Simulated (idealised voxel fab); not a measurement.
The following is a process module called voxel capacitor over wiring.
FYI the section here is cut, 145 nm wide, cells are 5 nm squares.
Cross-section spec: square-cell grid; bands listed top down; each band is one or more rows. The band entry comprises the height of the band's top followed by the height of its bottom, expressed in nm, and subsequently the band's materials from left to right, each stated together with its width in nm. Where a single material is marked with the word "full width", that material fills the band from edge to edge. The word "air" represents empty space. Where do heights start? At 0: under that level the wafer as delivered is made of one material only. And the lowest band has no floor; it just carries on downward, as in "0 -> down". Width: "30->40" (first number = top row, second number = bottom row, same change from row to row of cells). A step reported as "nothing altered" is a step in which no cell of the cross-section changed. "Enclosed void listing" enumerates empty spaces isolated from the top, with no open way to it, that contain at least 8 cells, giving each as width x height at distance from the left edge, all three in nm. Formally, on a step line, whatever follows the settings is a remark that the simulator itself makes on the step. The optional step-line setting "overlay nm" applies to steps with a mask and quantifies how far to the right of its planned location the mask lay, a negative value indicating leftward placement.
Plan
| 1 | op RECEIVE | material Si |
| 2 | op CONFORMAL_DEP | material SiO2 | thk nm 10 |
| 3 | op CONFORMAL_DEP | material SiN | thk nm 5 |
| 4 | op DIRECTIONAL_DEP | material SiO2 | thk nm 15 |
| 5 | op PATTERN | tone open | mask id METAL_1 | material resist | width nm 20 | pitch nm 75 | thk nm 15 | overlay nm 0 |
| 6 | op DIRECTIONAL_ETCH | etch materials SiO2 | depth nm 15 |
| 7 | op DIRECTIONAL_ETCH | etch materials SiN | depth nm 5 |
| 8 | op STRIP | etch materials resist |
| 9 | op CONFORMAL_DEP | material TiN | thk nm 5 |
| 10 | op FILL_DEP | material Cu | thk nm 5 |
| 11 | op CMP | height nm 30 |
| 12 | op CONFORMAL_DEP | material SiCN | thk nm 5 |
| 13 | op DIRECTIONAL_DEP | material SiO2 | thk nm 20 |
| 14 | op PATTERN | tone open | mask id PLUG_1 | material resist | width nm 15 | thk nm 15 | overlay nm 0 |
| 15 | op DIRECTIONAL_ETCH | etch materials SiO2 | depth nm 20 |
| 16 | op DIRECTIONAL_ETCH | etch materials SiCN | depth nm 5 |
| 17 | op STRIP | etch materials resist |
| 18 | op CONFORMAL_DEP | material TiN | thk nm 5 |
| 19 | op FILL_DEP | material Cu | thk nm 10 |
| 20 | op CMP | height nm 55 |
| 21 | op DIRECTIONAL_DEP | material TiN | thk nm 5 |
| 22 | op DIRECTIONAL_DEP | material SiN | thk nm 5 |
| 23 | op DIRECTIONAL_DEP | material TiN | thk nm 5 |
| 24 | op PATTERN | tone cover | mask id UPPER_PLATE | material resist | width nm 60 | thk nm 15 | overlay nm 0 |
| 25 | op DIRECTIONAL_ETCH | etch materials TiN | depth nm 5 |
| 26 | op DIRECTIONAL_ETCH | etch materials SiN | depth nm 5 |
| 27 | op STRIP | etch materials resist |
| 28 | op PATTERN | tone cover | mask id LOWER_PLATE | material resist | width nm 70 | thk nm 20 | overlay nm 0 |
| 29 | op DIRECTIONAL_ETCH | etch materials TiN | depth nm 5 |
| 30 | op STRIP | etch materials resist |
| 31 | op FILL_DEP | material SiO2 | thk nm 20 |
| 32 | op CMP | height nm 85 |
| 33 | op PATTERN | tone open | mask id PLUG_2 | material resist | width nm 15 | thk nm 15 | overlay nm 0 |
| 34 | op DIRECTIONAL_ETCH | etch materials SiO2 | depth nm 15 |
| 35 | op STRIP | etch materials resist |
| 36 | op CONFORMAL_DEP | material TiN | thk nm 5 |
| 37 | op FILL_DEP | material Ru | thk nm 10 |
| 38 | op CMP | height nm 85 |
| 39 | op CONFORMAL_DEP | material SiN | thk nm 5 |
Shown in cross-section is the wafer as received, that is, as it stands after step 1
- 0 -> down  Si full width
- Enclosed void listing: none
Here's the wafer cut in cross-section after the module, started and planned just like above, except one thing was done wrong in the run
- 90 -> 85  SiN full width
- 85 -> 75  40 nm SiO2, then 5 nm TiN, then 5 nm Ru, then 5 nm TiN, then 90 nm SiO2
- 75 -> 65  40->30 nm SiO2, then 15->60 nm TiN, then 90->55 nm SiO2
- 65 -> 60  30 nm SiO2, then 60 nm SiN, then 55 nm SiO2
- 60 -> 55  30 nm SiO2, then 65 nm TiN, then 50 nm SiO2
- 55 -> 35  30 nm SiO2, then 5 nm TiN, then 5 nm Cu, then 5 nm TiN, then 100 nm SiO2
- 35 -> 30  30 nm SiCN, then 15 nm TiN, then 100 nm SiCN
- 30 -> 15  25 nm SiO2, then 5 nm TiN, then 10 nm Cu, then 5 nm TiN, then 55 nm SiO2, then 5 nm TiN, then 10 nm Cu, then 5 nm TiN, then 25 nm SiO2
- 15 -> 10  25 nm SiN, then 20 nm TiN, then 55 nm SiN, then 20 nm TiN, then 25 nm SiN
- 10 -> 0  SiO2 full width
- 0 -> down  Si full width
- Enclosed void listing: none
Misprocessing identified: rather than as planned, step 28 actually ran as op PATTERN | tone cover | mask id LOWER_PLATE | material resist | width nm 65 | thk nm 20 | overlay nm 0
